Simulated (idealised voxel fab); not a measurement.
This section sets out a process module, namely voxel transistor to metal.
Shown is cross-section cut, with a width of 205 nm and square cells of size 5 nm.
How to read a cross-section here: the picture is a grid of square cells, written as bands going from the top down, and any band can span one or more rows of cells.
For a band, the entry starts with two heights in nm, that of the top and then that of the bottom, and carries on with the band's materials in order from left to right, each alongside its width in nm; the word "full width" beside a single material means it fills the band edge to edge, and "empty" means empty space.
Heights are expressed relative to 0, this being the level below which the as-received wafer comprises one material exclusively. The lowest band is unbounded in the downward direction and is denoted as in "0 -> down".
With a width like "30->40", each row of cells in the band differs from the next by the same amount, the top row carrying the first number and the bottom row the second.
Take "nothing altered" at face value: in the step it is given for, the cross-section changed in none of its cells.
Basically, "Encapsulated voids" tells you about the enclosed voids: empty spaces with no open way to the top, 8 cells or bigger, each written width x height at distance, where distance is from the left edge, all in nm.
The remark found on a step's line after its settings is issued by the simulator itself and pertains to that step.
"overlay nm", when on a step's line for a step with a mask, measures how far to the right of its planned place the mask lay; a negative measure means to the left.
-- Listed below are the process steps as planned
- 1: RECEIVE, material Si
- 2: OXIDIZE, depth nm 5
- 3: CONFORMAL_DEP, material SiN, thk nm 15
- 4: PATTERN, tone cover, mask id ACTIVE, material resist, width nm 100, thk nm 15, overlay nm 0
- 5: DIRECTIONAL_ETCH, etch materials SiN, depth nm 15
- 6: DIRECTIONAL_ETCH, etch materials SiO2, depth nm 5
- 7: DIRECTIONAL_ETCH, etch materials Si, depth nm 30
- 8: STRIP, etch materials resist
- 9: OXIDIZE, depth nm 5
- 10: FILL_DEP, material SiO2, thk nm 10
- 11: CMP, height nm 15
- 12: SELECTIVE_ETCH, etch materials SiO2, depth nm 5
- 13: STRIP, etch materials SiN
- 14: SELECTIVE_ETCH, etch materials SiO2, depth nm 5
- 15: OXIDIZE, depth nm 5
- 16: DIRECTIONAL_DEP, material polySi, thk nm 30
- 17: DIRECTIONAL_DEP, material SiCN, thk nm 15
- 18: MASKED_ETCH, tone cover, mask id GATE, width nm 20, etch materials SiCN, depth nm 25, overlay nm 0
- 19: MASKED_ETCH, tone cover, mask id GATE, width nm 20, etch materials polySi, depth nm 40, overlay nm -10
- 20: CONFORMAL_DEP, material SiN, thk nm 10
- 21: DIRECTIONAL_ETCH, etch materials SiN, depth nm 10
- 22: DIRECTIONAL_ETCH, etch materials SiO2, depth nm 5
- 23: DIRECTIONAL_ETCH, etch materials Si, depth nm 10
- 24: EPI, material SiGe, thk nm 15
- 25: FILL_DEP, material SiO2, thk nm 10
- 26: CMP, height nm 40
- 27: DIRECTIONAL_DEP, material SiO2, thk nm 10
- 28: PATTERN, tone open, mask id CONTACT, material resist, width nm 20, pitch nm 70, thk nm 15, overlay nm 0
- 29: DIRECTIONAL_ETCH, etch materials SiO2, depth nm 55
- 30: STRIP, etch materials resist
- 31: CONFORMAL_DEP, material TiN, thk nm 5
- 32: FILL_DEP, material W, thk nm 10
- 33: CMP, height nm 50
- 34: DIRECTIONAL_DEP, material TiN, thk nm 5
- 35: DIRECTIONAL_DEP, material Ru, thk nm 25
- 36: MASKED_ETCH, tone cover, mask id METAL_1, width nm 20, pitch nm 70, etch materials Ru, depth nm 25, overlay nm 0
- 37: MASKED_ETCH, tone cover, mask id METAL_1, width nm 20, pitch nm 70, etch materials TiN, depth nm 5, overlay nm 0
- 38: FILL_DEP, material SiO2, thk nm 5
- 39: CMP, height nm 80
- 40: CONFORMAL_DEP, material SiN, thk nm 5
What sets these wafers apart? The overlay nm at step 19. They all start alike, and the plan carries the first wafer's value.
-- As-received cross-section, first of several wafers, post step 1
* 0 -> down  Si full width
* Encapsulated voids: none
-- After the module's final step, step 40: the first of several wafers in cross-section
* 85 -> 80  SiN full width
* 80 -> 55  SiO2 55 nm  Ru 20 nm  SiO2 50 nm  Ru 20 nm  SiO2 60 nm
* 55 -> 50  SiO2 55 nm  TiN 20 nm  SiO2 50 nm  TiN 20 nm  SiO2 60 nm
* 50 -> 40  SiO2 55 nm  TiN 5 nm  W 10 nm  TiN 5 nm  SiO2 50 nm  TiN 5 nm  W 10 nm  TiN 5 nm  SiO2 60 nm
* 40 -> 30  SiO2 55 nm  TiN 5 nm  W 10 nm  TiN 5 nm  SiO2 5 nm  SiN 10 nm  SiCN 20 nm  SiN 10 nm  SiO2 5 nm  TiN 5 nm  W 10 nm  TiN 5 nm  SiO2 60 nm
* 30 -> 25  SiO2 55 nm  TiN 5 nm  W 5 nm  TiN 10 nm  SiO2 5 nm  SiN 10 nm  SiCN 20 nm  SiN 10 nm  SiO2 5 nm  TiN 5 nm  W 10 nm  TiN 5 nm  SiO2 60 nm
* 25 -> 10  SiO2 55 nm  TiN 5 nm  W 5 nm  TiN 5 nm  SiN 10 nm  polySi 30 nm  SiN 10 nm  SiO2 5 nm  TiN 5 nm  W 10 nm  TiN 5 nm  SiO2 60 nm
* 10 -> 5  SiO2 55 nm  TiN 15 nm  SiN 10 nm  polySi 30 nm  SiN 10 nm  SiO2 5 nm  TiN 20 nm  SiO2 60 nm
* 5 -> -5  SiO2 45 nm  SiN 10 nm  SiGe 15 nm  SiN 10 nm  polySi 30 nm  SiN 10 nm  SiGe 15 nm  TiN 10 nm  SiN 10 nm  SiO2 50 nm
* -5 -> -10  SiO2 55 nm  SiGe 15 nm  SiO2 50 nm  SiGe 25 nm  SiO2 60 nm
* -10 -> -20  SiO2 55 nm  SiGe 15 nm  Si 50 nm  SiGe 25 nm  SiO2 60 nm
* -20 -> -40  SiO2 55 nm  Si 90 nm  SiO2 60 nm
* -40 -> down  Si full width
* Encapsulated voids: none
-- End of module, last wafer sectioned
* 85 -> 80  SiN full width
* 80 -> 55  SiO2 55 nm  Ru 20 nm  SiO2 50 nm  Ru 20 nm  SiO2 60 nm
* 55 -> 50  SiO2 55 nm  TiN 20 nm  SiO2 50 nm  TiN 20 nm  SiO2 60 nm
* 50 -> 40  SiO2 55 nm  TiN 5 nm  W 10 nm  TiN 5 nm  SiO2 50 nm  TiN 5 nm  W 10 nm  TiN 5 nm  SiO2 60 nm
* 40 -> 30  SiO2 55 nm  TiN 5 nm  W 10 nm  TiN 5 nm  SiO2 5 nm  SiN 10 nm  SiCN 20 nm  SiN 10 nm  SiO2 5 nm  TiN 5 nm  W 10 nm  TiN 5 nm  SiO2 60 nm
* 30 -> 25  SiO2 55 nm  TiN 5 nm  W 10 nm  TiN 5 nm  SiO2 5 nm  SiN 10 nm  SiCN 20 nm  SiN 10 nm  SiO2 5 nm  TiN 10 nm  W 5 nm  TiN 5 nm  SiO2 60 nm
* 25 -> 10  SiO2 55 nm  TiN 5 nm  W 10 nm  TiN 5 nm  SiO2 5 nm  SiN 10 nm  polySi 30 nm  SiN 10 nm  TiN 5 nm  W 5 nm  TiN 5 nm  SiO2 60 nm
* 10 -> 5  SiO2 55 nm  TiN 20 nm  SiO2 5 nm  SiN 10 nm  polySi 30 nm  SiN 10 nm  TiN 15 nm  SiO2 60 nm
* 5 -> -5  SiO2 45 nm  SiN 10 nm  TiN 10 nm  SiGe 15 nm  SiN 10 nm  polySi 30 nm  SiN 10 nm  SiGe 15 nm  SiN 10 nm  SiO2 50 nm
* -5 -> -10  SiO2 55 nm  SiGe 25 nm  SiO2 50 nm  SiGe 15 nm  SiO2 60 nm
* -10 -> -20  SiO2 55 nm  SiGe 25 nm  Si 50 nm  SiGe 15 nm  SiO2 60 nm
* -20 -> -40  SiO2 55 nm  Si 90 nm  SiO2 60 nm
* -40 -> down  Si full width
* Encapsulated voids: none
-- Where each wafer stands at the end of the module, a row apiece: cells of each material gained (+) or lost (-) since it was received, then closed voids
overlay nm -10, +40 Ru, -236 Si, +12 SiCN, +36 SiGe, +85 SiN, +644 SiO2, +52 TiN, +28 W, +36 polySi, Encapsulated voids: none
overlay nm -5, +40 Ru, -238 Si, +12 SiCN, +39 SiGe, +85 SiN, +643 SiO2, +54 TiN, +32 W, +30 polySi, Encapsulated voids: none
overlay nm 0, +40 Ru, -240 Si, +12 SiCN, +42 SiGe, +85 SiN, +646 SiO2, +56 TiN, +32 W, +24 polySi, Encapsulated voids: none
overlay nm 5, +40 Ru, -238 Si, +12 SiCN, +39 SiGe, +85 SiN, +643 SiO2, +54 TiN, +32 W, +30 polySi, Encapsulated voids: none
overlay nm 10, +40 Ru, -236 Si, +12 SiCN, +36 SiGe, +85 SiN, +644 SiO2, +52 TiN, +28 W, +36 polySi, Encapsulated voids: none
